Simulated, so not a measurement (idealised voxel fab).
A process module follows: voxel capacitor over wiring.
280 nm wide, 5 nm square cells: that's cross-section cut.
Cross-section spec: square-cell grid; bands listed top down; each band is one or more rows.
Heads up on the band format: heights come first, top then bottom, in nm. After that it's the materials left to right, each with its width in nm. A single material flagged "everywhere" fills the whole band edge to edge, and "blank" means there's empty space there.
Height 0 is the level under which the wafer as received is all one material. The lowest band goes on downwards, as in "0 down".
Per-row width for "30..40": begins at first number (top row of band), ends at second number (bottom row), increment between rows held constant.
Take "remains unaltered" at face value: in the step it is given for, the cross-section changed in none of its cells.
In the "Tabulated closed voids" entry, you get each enclosed empty space of 8 cells or more, one with no open way to the top, written width x height at distance, distance from the left edge, in nm.
Anything after a step's settings on that line? It's the simulator's own note about the step.
"overlay nm", when on a step's line for a step with a mask, measures how far to the right of its planned place the mask lay; a negative measure means to the left.
Process steps - plan:
step 1: RECEIVE (material Si)
step 2: CONFORMAL_DEP (material SiO2; thk nm 15)
step 3: CONFORMAL_DEP (material SiCN; thk nm 5)
step 4: DIRECTIONAL_DEP (material lowk; thk nm 15)
step 5: MASKED_ETCH (tone open; mask id METAL_1; width nm 25; pitch nm 90; etch materials lowk; depth nm 15; overlay nm 0)
step 6: MASKED_ETCH (tone open; mask id METAL_1; width nm 25; pitch nm 90; etch materials SiCN; depth nm 5; overlay nm 0)
step 7: CONFORMAL_DEP (material TiN; thk nm 5)
step 8: FILL_DEP (material Cu; thk nm 5)
step 9: CMP (height nm 35)
step 10: CONFORMAL_DEP (material SiCN; thk nm 5)
step 11: DIRECTIONAL_DEP (material SiO2; thk nm 20)
step 12: MASKED_ETCH (tone open; mask id PLUG_1; width nm 15; etch materials SiO2; depth nm 20; overlay nm 0)
step 13: MASKED_ETCH (tone open; mask id PLUG_1; width nm 15; etch materials SiCN; depth nm 5; overlay nm 0)
step 14: EPI (material Ru; thk nm 10)
step 15: EPI (material Ru; thk nm 10)
step 16: EPI (material Ru; thk nm 5)
step 17: DIRECTIONAL_DEP (material TiN; thk nm 10)
step 18: DIRECTIONAL_DEP (material Al2O3; thk nm 5)
step 19: DIRECTIONAL_DEP (material TiN; thk nm 5)
step 20: PATTERN (tone cover; mask id UPPER_PLATE; material resist; width nm 70; thk nm 15; overlay nm 0)
step 21: DIRECTIONAL_ETCH (etch materials TiN; depth nm 5)
step 22: DIRECTIONAL_ETCH (etch materials Al2O3; depth nm 5)
step 23: STRIP (etch materials resist)
step 24: MASKED_ETCH (tone cover; mask id LOWER_PLATE; width nm 80; etch materials TiN; depth nm 10; overlay nm 0)
step 25: FILL_DEP (material SiO2; thk nm 20)
step 26: CMP (height nm 95)
step 27: PATTERN (tone open; mask id PLUG_2; material resist; width nm 15; thk nm 20; overlay nm 0)
step 28: DIRECTIONAL_ETCH (etch materials SiO2; depth nm 15)
step 29: STRIP (etch materials resist)
step 30: CONFORMAL_DEP (material TiN; thk nm 5)
step 31: FILL_DEP (material W; thk nm 10)
step 32: CMP (height nm 95)
step 33: CONFORMAL_DEP (material SiCN; thk nm 5)
Split variable: width nm, step 12. Plan value = first wafer. Wafers start alike.
Received wafers, first of several: cross-section after step 1:
0 down | Si everywhere
Tabulated closed voids: none
Wafer cross-section (first of several) - module end, post step 33 (last step):
100 to 95 | SiCN everywhere
95 to 85 | 100 of SiO2, then 5 of TiN, then 5 of W, then 5 of TiN, then 165 of SiO2
85 to 75 | 100..90 of SiO2, then 15..70 of TiN, then 165..120 of SiO2
75 to 70 | 90 of SiO2, then 70 of Al2O3, then 120 of SiO2
70 to 60 | 85 of SiO2, then 80 of TiN, then 115 of SiO2
60 to 40 | 90 of SiO2, then 15 of Ru, then 175 of SiO2
40 to 35 | 90 of SiCN, then 15 of Ru, then 175 of SiCN
35 to 20 | 80 of lowk, then 5 of TiN, then 15 of Cu, then 5 of TiN, then 65 of lowk, then 5 of TiN, then 15 of Cu, then 5 of TiN, then 85 of lowk
20 to 15 | 80 of SiCN, then 25 of TiN, then 65 of SiCN, then 25 of TiN, then 85 of SiCN
15 to 0 | SiO2 everywhere
0 down | Si everywhere
Tabulated closed voids: none
Cross-sectional depiction of the last of several wafers upon completion of the module:
100 to 95 | SiCN everywhere
95 to 85 | 100 of SiO2, then 5 of TiN, then 5 of W, then 5 of TiN, then 165 of SiO2
85 to 75 | 100..90 of SiO2, then 15..70 of TiN, then 165..120 of SiO2
75 to 70 | 90 of SiO2, then 70 of Al2O3, then 120 of SiO2
70 to 60 | 85 of SiO2, then 80 of TiN, then 115 of SiO2
60 to 40 | 85 of SiO2, then 30 of Ru, then 165 of SiO2
40 to 35 | 90 of SiCN, then 15 of Ru, then 175 of SiCN
35 to 20 | 80 of lowk, then 5 of TiN, then 15 of Cu, then 5 of TiN, then 65 of lowk, then 5 of TiN, then 15 of Cu, then 5 of TiN, then 85 of lowk
20 to 15 | 80 of SiCN, then 25 of TiN, then 65 of SiCN, then 25 of TiN, then 85 of SiCN
15 to 0 | SiO2 everywhere
0 down | Si everywhere
Tabulated closed voids: none
Per-wafer rows below. For each material: cells gained (+) or lost (-) since the wafer was received, as of end of module. Then: closed voids:
width nm 15; +14 Al2O3; +18 Cu; +15 Ru; +155 SiCN; +703 SiO2; +75 TiN; +2 W; +138 lowk; Tabulated closed voids: none
width nm 20; +14 Al2O3; +18 Cu; +19 Ru; +155 SiCN; +699 SiO2; +75 TiN; +2 W; +138 lowk; Tabulated closed voids: none
width nm 25; +14 Al2O3; +18 Cu; +23 Ru; +155 SiCN; +695 SiO2; +75 TiN; +2 W; +138 lowk; Tabulated closed voids: none
width nm 30; +14 Al2O3; +18 Cu; +27 Ru; +155 SiCN; +691 SiO2; +75 TiN; +2 W; +138 lowk; Tabulated closed voids: none
